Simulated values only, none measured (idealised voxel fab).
The process module presented herein is designated voxel trench capacitor.
Square cells of 5 nm make up the cross-section cut, whose width is 260 nm.
Cross-sections here: square-cell grids, written as top-down lists of bands, a band being one or more rows of cells.
Quick guide to a band line: top height, bottom height (nm) up front; then every material left to right with its width in nm. Only one material and it's marked "full width"? Then it fills the band edge to edge. And "blank" just means empty space.
Height 0 is the level under which the wafer as received is all one material. The lowest band goes on downwards, as in "0 nm and below".
So if you see something like "30 to 40" for the width, read it as the top row of the band sitting at the first number and the bottom row at the second, with every row in between moving by the same amount as the last.
The designation "no alterations made", where it is given for a processing step, indicates that no cell of the cross-section was altered in the course of that step.
This entry, "Voids, enclosed", enumerates those empty regions of no fewer than 8 cells that possess no open connection to the top. Each region is reported in the form width x height at distance, the distance being taken from the left edge, with all three quantities expressed in nm.
Read whatever lies past the settings on a step's line as the simulator's own remark about the step.
Regarding "overlay nm": on a step with a mask, it is the distance the mask lay to the right of its planned place; a negative value places it to the left.

### Below is the list of planned process steps
step 1: op RECEIVE | material Si
step 2: op CONFORMAL_DEP | material SiN | thk nm 10
step 3: op DIRECTIONAL_DEP | material aC | thk nm 15
step 4: op PATTERN | tone open | mask id TRENCH | material resist | width nm 30 | pitch nm 55 | thk nm 30 | overlay nm -15
step 5: op DIRECTIONAL_ETCH | etch materials aC | depth nm 15
step 6: op STRIP | etch materials resist
step 7: op DIRECTIONAL_ETCH | etch materials SiN | depth nm 10
step 8: op DIRECTIONAL_ETCH | etch materials Si | depth nm 30
step 9: op STRIP | etch materials aC
step 10: op CONFORMAL_DEP | material HfO2 | thk nm 5
step 11: op CONFORMAL_DEP | material TiN | thk nm 5
step 12: op FILL_DEP | material W | thk nm 10
step 13: op CMP | height nm 10
For clarity, it should be stated that the wafers under discussion commence in an identical condition and differ with respect to the overlay nm of step 4, the plan indicating the value that the first wafer had.

### First wafer of several, as received: cross-section after step 1
  0 nm and below  Si full width
  Voids, enclosed: none

### Per wafer (row), end of module: delta in cells per material since receipt, (+) for gained, (-) for lost; closed voids after that
overlay nm -15; +80 HfO2; -144 Si; +56 SiN; +64 TiN; +48 W; Voids, enclosed: none
overlay nm -10; +80 HfO2; -144 Si; +56 SiN; +64 TiN; +48 W; Voids, enclosed: none
overlay nm -5; +80 HfO2; -144 Si; +56 SiN; +64 TiN; +48 W; Voids, enclosed: none
overlay nm 0; +80 HfO2; -144 Si; +56 SiN; +64 TiN; +48 W; Voids, enclosed: none
overlay nm 5; +80 HfO2; -144 Si; +56 SiN; +64 TiN; +48 W; Voids, enclosed: none
overlay nm 10; +80 HfO2; -144 Si; +56 SiN; +64 TiN; +48 W; Voids, enclosed: none
overlay nm 15; +80 HfO2; -144 Si; +56 SiN; +64 TiN; +48 W; Voids, enclosed: none
